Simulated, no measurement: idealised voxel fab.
Presented below is a process module, voxel spacer lines.
Cross-section cut spans 240 nm and uses square cells 5 nm in size.
Cross-section spec: square-cell grid; bands listed top down; each band is one or more rows. This entry defines a band. It first specifies the height of the band's top and the height of its bottom in nm, and then specifies the band's materials from left to right, stating each material with its width in nm. The word "throughout" identifies a single material that fills the band from edge to edge, while the word "empty" identifies empty space. We count height from 0. Below that, the starting wafer is all one material. The lowest band never ends at the bottom but goes on down; see "0 and below" for how that is written. Width spec "30->40" -> top row of cells at first value, bottom row at second value, equal per-row change in between. The cross-section has no changed cell in any step marked "everything unchanged". Empty spaces without an open route to the top, at least 8 cells in extent, make up the entry "Enclosed empty spaces"; each is given as width x height at distance, where the distance is measured from the left edge, and all are in nm. On each step's line, the part that comes after the settings is the simulator's own comment on the step. overlay nm: on a step with a mask, how far right of its planned place the mask lay; negative means left.
-- So here's the lineup of process steps we planned
1: RECEIVE, material Si
2: CONFORMAL_DEP, material Al2O3, thk nm 10
3: DIRECTIONAL_DEP, material polySi, thk nm 15
4: DIRECTIONAL_DEP, material aC, thk nm 25
5: PATTERN, tone cover, mask id MANDREL, material resist, width nm 25, pitch nm 70, thk nm 30, overlay nm 0
6: DIRECTIONAL_ETCH, etch materials aC, depth nm 25
7: STRIP, etch materials resist
8: CONFORMAL_DEP, material SiN, thk nm 10
9: DIRECTIONAL_ETCH, etch materials SiN, depth nm 10
10: STRIP, etch materials aC
11: DIRECTIONAL_ETCH, etch materials polySi, depth nm 15
12: STRIP, etch materials SiN
-- Here's what the wafer looked like in cross-section when it arrived - that's after step 1
> 0 and below  Si throughout
> Enclosed empty spaces: none
-- Final wafer profile in cross-section after the module, from the same start and plan as above, with one mistake made during processing
> 40 down to 25  empty 60 nm / polySi 10 nm / empty 25 nm / polySi 10 nm / empty 25 nm / polySi 10 nm / empty 25 nm / polySi 10 nm / empty 65 nm
> 25 down to 10  polySi throughout
> 10 down to 0  Al2O3 throughout
> 0 and below  Si throughout
> Enclosed empty spaces: none
Plan not followed: step 3 of the plan was executed twice over
